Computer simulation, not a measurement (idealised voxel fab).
process module | voxel capacitor over wiring
cross-section cut | 260 nm wide | cells 5 nm
A cross-section is a grid of square cells, given in bands from the top down. A band is one or more rows of cells.
Each band's line starts with the height of the band's top and of its bottom, in nm. Then come its materials from left to right, each with its width in nm. One material with "throughout" fills the band from edge to edge. "air" is empty space.
Height 0 is the level under which the wafer as received is all one material. The lowest band goes on downwards, as in "0 down".
A width such as "30 to 40" changes by the same amount from each row of cells to the next, from the band's top row to its bottom row.
"no change" after a step means that no cell of the cross-section changed.
closed voids: empty space of 8 cells or more with no open way to the top, each as width x height at its distance from the left edge, in nm
after a step's settings: what the simulator itself notes on the step
overlay nm, on a step with a mask: how far to the right of its planned place the mask lay; to the left if negative
plan
1 op RECEIVE | material Si
2 op CONFORMAL_DEP | material SiO2 | thk nm 15
3 op DIRECTIONAL_DEP | material TiN | thk nm 5
4 op DIRECTIONAL_DEP | material W | thk nm 25
5 op DIRECTIONAL_DEP | material aC | thk nm 10
6 op PATTERN | tone cover | mask id METAL_1 | material resist | width nm 20 | pitch nm 85 | thk nm 25 | overlay nm 0
7 op DIRECTIONAL_ETCH | etch materials aC | depth nm 10
8 op STRIP | etch materials resist
9 op DIRECTIONAL_ETCH | etch materials W | depth nm 25
10 op DIRECTIONAL_ETCH | etch materials TiN | depth nm 5
11 op STRIP | etch materials aC
12 op CONFORMAL_DEP | material SiN | thk nm 5
13 op FILL_DEP | material SiO2 | thk nm 5
14 op CMP | height nm 45
15 op CONFORMAL_DEP | material SiCN | thk nm 5
16 op DIRECTIONAL_DEP | material lowk | thk nm 10
17 op MASKED_ETCH | tone open | mask id PLUG_1 | width nm 15 | etch materials lowk | depth nm 10 | overlay nm 0
18 op MASKED_ETCH | tone open | mask id PLUG_1 | width nm 15 | etch materials SiCN | depth nm 5 | overlay nm 0
19 op CONFORMAL_DEP | material TiN | thk nm 5
20 op FILL_DEP | material Cu | thk nm 10
21 op CMP | height nm 60
22 op DIRECTIONAL_DEP | material TiN | thk nm 10
23 op DIRECTIONAL_DEP | material HfO2 | thk nm 5
24 op DIRECTIONAL_DEP | material TiN | thk nm 5
25 op DIRECTIONAL_DEP | material aC | thk nm 15
26 op PATTERN | tone cover | mask id UPPER_PLATE | material resist | width nm 70 | thk nm 35 | overlay nm 0
27 op DIRECTIONAL_ETCH | etch materials aC | depth nm 15
28 op STRIP | etch materials resist
29 op DIRECTIONAL_ETCH | etch materials TiN | depth nm 5
30 op DIRECTIONAL_ETCH | etch materials HfO2 | depth nm 5
31 op STRIP | etch materials aC
32 op MASKED_ETCH | tone cover | mask id LOWER_PLATE | width nm 80 | etch materials TiN | depth nm 10 | overlay nm 0
33 op FILL_DEP | material SiO2 | thk nm 20
34 op CMP | height nm 95
35 op PATTERN | tone open | mask id PLUG_2 | material resist | width nm 15 | thk nm 15 | overlay nm 0
36 op DIRECTIONAL_ETCH | etch materials SiO2 | depth nm 15
37 op STRIP | etch materials resist
38 op CONFORMAL_DEP | material TiN | thk nm 5
39 op FILL_DEP | material Cu | thk nm 5
40 op CMP | height nm 95
41 op CONFORMAL_DEP | material SiN | thk nm 5
as received, after step 1
  0 down: Si throughout
  closed voids: none
a wafer at the end: this start, this plan, one mistake
  100 to 95: SiN throughout
  95 to 85: SiO2 90 | TiN 5 | Cu 5 | TiN 5 | SiO2 155
  85 to 75: SiO2 90 to 80 | TiN 15 to 70 | SiO2 155 to 110
  75 to 70: SiO2 80 | HfO2 70 | SiO2 110
  70 to 60: SiO2 75 | TiN 80 | SiO2 105
  60 to 50: lowk 80 | TiN 5 | Cu 5 | TiN 5 | lowk 165
  50 to 45: SiCN 80 | TiN 15 | SiCN 165
  45 to 20: SiO2 70 | lowk 5 | W 20 | lowk 5 | SiO2 55 | lowk 5 | W 20 | lowk 5 | SiO2 75
  20 to 15: lowk 75 | TiN 20 | lowk 65 | TiN 20 | lowk 80
  15 to 0: SiO2 throughout
  0 down: Si throughout
  closed voids: none
what went wrong: step 12 ran as: op CONFORMAL_DEP | material lowk | thk nm 5
